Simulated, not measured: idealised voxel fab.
Documented hereafter: the process module known as voxel lift off.
The figure presents cross-section cut, which has a width of 155 nm and is divided into square cells with an edge length of 5 nm.
A cross-section in this document is a grid of square cells, and it is written down as bands, the top band listed before the ones below it; a band is made up of one or more rows of cells. In this notation a band is specified by the heights of its top and bottom, in that order and in nm, after which its materials appear from left to right, each paired with its width in nm. The word "edge to edge" attached to a single material means that material fills the band from edge to edge; the word "blank" stands for empty space. Note: height 0 marks the level under which the wafer is uniformly one material as received. Lowest band unbounded below, written "0 down". The two numbers in a width such as "30..40" mark its ends across the band: the first belongs to the top row of cells, the second to the bottom row, and from each row to the next the width moves by the same amount. You'll sometimes find "nothing was modified" written for a step, and that's the way of saying that nowhere in the cross-section did a cell change during that step. "Sealed internal voids": empty spaces of 8 cells or more with no open way to the top, each given as width x height at distance, distance from the left edge, all in nm. Anything after a step's settings on that line? It's the simulator's own note about the step. The line of a step may include "overlay nm". On a step with a mask, this value is how far to the right of its planned place the mask lay. A negative value means the mask lay to the left.

Steps in the process plan:
1) RECEIVE [material Si]
2) CONFORMAL_DEP [material Al2O3] [thk nm 5]
3) PATTERN [tone open] [mask id LINES] [material resist] [width nm 15] [pitch nm 30] [thk nm 25] [overlay nm 0]
4) DIRECTIONAL_DEP [material Ru] [thk nm 15]
5) STRIP [etch materials resist]
6) CONFORMAL_DEP [material SiO2] [thk nm 5]

What follows covers the first of two wafers; it ran as planned:

Incoming wafer, cross-sectional view, post step 1:
	0 down  Si edge to edge
	Sealed internal voids: none

Step 2 done - wafer cross-section:
	5 to 0  Al2O3 edge to edge
	below 0: unchanged

Step 3 done - wafer cross-section:
	30 to 5  25 resist  15 blank  15 resist  15 blank  15 resist  15 blank  15 resist  15 blank  25 resist
	below 5: unchanged

Step 4 done - wafer cross-section:
	45 to 30  25 Ru  15 blank  15 Ru  15 blank  15 Ru  15 blank  15 Ru  15 blank  25 Ru
	30 to 20  25 resist  15 blank  15 resist  15 blank  15 resist  15 blank  15 resist  15 blank  25 resist
	20 to 5  25 resist  15 Ru  15 resist  15 Ru  15 resist  15 Ru  15 resist  15 Ru  25 resist
	below 5: unchanged

Step 5 done - wafer cross-section:
	20 to 5  25 blank  15 Ru  15 blank  15 Ru  15 blank  15 Ru  15 blank  15 Ru  25 blank
	below 5: unchanged

Step 6 done - wafer cross-section:
	25 to 20  20 blank  25 SiO2  5 blank  25 SiO2  5 blank  25 SiO2  5 blank  25 SiO2  20 blank
	20 to 10  20 blank  5 SiO2  15 Ru  5 SiO2  5 blank  5 SiO2  15 Ru  5 SiO2  5 blank  5 SiO2  15 Ru  5 SiO2  5 blank  5 SiO2  15 Ru  5 SiO2  20 blank
	10 to 5  25 SiO2  15 Ru  15 SiO2  15 Ru  15 SiO2  15 Ru  15 SiO2  15 Ru  25 SiO2
	below 5: unchanged

It is to be noted that the second wafer proceeded from the same initial state and according to the same plan as the first, although one mistake was committed in its execution; through step 2, inclusive, the two wafers share an identical history:

Second wafer profile in section, at the moment step 3 of the plan was meant to be complete:
	30 to 5  25 blank  15 resist  15 blank  15 resist  15 blank  15 resist  15 blank  15 resist  25 blank
	below 5: unchanged

Second wafer profile in section, at the moment step 4 of the plan was meant to be complete:
	45 to 30  25 blank  15 Ru  15 blank  15 Ru  15 blank  15 Ru  15 blank  15 Ru  25 blank
	30 to 20  25 blank  15 resist  15 blank  15 resist  15 blank  15 resist  15 blank  15 resist  25 blank
	20 to 5  25 Ru  15 resist  15 Ru  15 resist  15 Ru  15 resist  15 Ru  15 resist  25 Ru
	below 5: unchanged

Second wafer profile in section, at the moment step 5 of the plan was meant to be complete:
	20 to 5  25 Ru  15 blank  15 Ru  15 blank  15 Ru  15 blank  15 Ru  15 blank  25 Ru
	below 5: unchanged

Second wafer profile in section, at the moment step 6 of the plan was meant to be complete:
	25 to 20  30 SiO2  5 blank  25 SiO2  5 blank  25 SiO2  5 blank  25 SiO2  5 blank  30 SiO2
	20 to 10  25 Ru  5 SiO2  5 blank  5 SiO2  15 Ru  5 SiO2  5 blank  5 SiO2  15 Ru  5 SiO2  5 blank  5 SiO2  15 Ru  5 SiO2  5 blank  5 SiO2  25 Ru
	10 to 5  25 Ru  15 SiO2  15 Ru  15 SiO2  15 Ru  15 SiO2  15 Ru  15 SiO2  25 Ru
	below 5: unchanged
It is concluded that the wafer was processed incorrectly with respect to the plan, in that step 3 was processed under conditions differing from the plan, specifically as PATTERN [tone cover] [mask id LINES] [material resist] [width nm 15] [pitch nm 30] [thk nm 25] [overlay nm 0]
Counted in cells at the end, the second wafer holds more or fewer of these materials than the first: +21 Ru
